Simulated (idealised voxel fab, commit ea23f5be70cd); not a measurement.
Proc. module: voxel plated lines
The cross-section shown here is cut; it is 260 nm wide and divided into square cells measuring 5 nm on a side.
Cross-section layout: square cells on a grid; listed as bands, top to bottom; a band spans one or more cell rows. The entry gives the band's vertical extent as a top height and a bottom height in nm, then its horizontal make-up as materials from left to right, each with a width in nm. "empty" stands for empty space; a single material marked "everywhere" fills the band edge to edge. Height is counted from the level 0, under which the received wafer is composed throughout of one material. The lowest of the bands is not closed at the bottom but continues downward, in the notation "0 and below". The two numbers in a width such as "30..40" mark its ends across the band: the first belongs to the top row of cells, the second to the bottom row, and from each row to the next the width moves by the same amount. It should be understood that the words "remains unaltered", when stated for a given step, signify that the cross-section underwent no change in any of its cells during that step. If an empty space has no open way to the top and is at least 8 cells in size, "Unvented voids" lists it, written width x height at distance, where distance is measured from the left edge and every value is in nm. Where a step's line continues beyond its settings, the continuation is a remark by the simulator itself on that step. For masked steps, "overlay nm" on the step line gives how far right of plan the mask actually lay; a minus sign means it lay to the left.
-- The process steps that were planned are listed below
| 1 | RECEIVE,material Si |
| 2 | CONFORMAL_DEP,material SiO2,thk nm 15 |
| 3 | DIRECTIONAL_DEP,material TiN,thk nm 5 |
| 4 | PATTERN,tone open,mask id LINES,material resist,width nm 20,pitch nm 35,thk nm 40,overlay nm -15 |
| 5 | EPI,material Ru,thk nm 10 |
| 6 | EPI,material Ru,thk nm 5 |
| 7 | EPI,material Ru,thk nm 10 |
| 8 | STRIP,etch materials resist |
| 9 | DIRECTIONAL_ETCH,etch materials TiN,depth nm 5 |
| 10 | CONFORMAL_DEP,material SiN,thk nm 10 |
Split variable: overlay nm, step 4. Plan value = first wafer. Wafers start alike.
-- The first of several wafers as received, shown in cross-section; this is its state after step 1
- 0 and below: Si everywhere
- Unvented voids: none
-- Tabulated below, wafer by wafer, are the end-of-module results: for each material, the number of cells gained (+) or lost (-) relative to the as-received state, followed by the closed voids
overlay nm -15 | +80 Ru | +182 SiN | +156 SiO2 | +16 TiN | Unvented voids: none
overlay nm -10 | +80 Ru | +182 SiN | +156 SiO2 | +16 TiN | Unvented voids: none
overlay nm -5 | +80 Ru | +182 SiN | +156 SiO2 | +16 TiN | Unvented voids: none
overlay nm 0 | +80 Ru | +182 SiN | +156 SiO2 | +16 TiN | Unvented voids: none
overlay nm 5 | +80 Ru | +182 SiN | +156 SiO2 | +16 TiN | Unvented voids: none
overlay nm 10 | +80 Ru | +182 SiN | +156 SiO2 | +16 TiN | Unvented voids: none
overlay nm 15 | +80 Ru | +182 SiN | +156 SiO2 | +16 TiN | Unvented voids: none
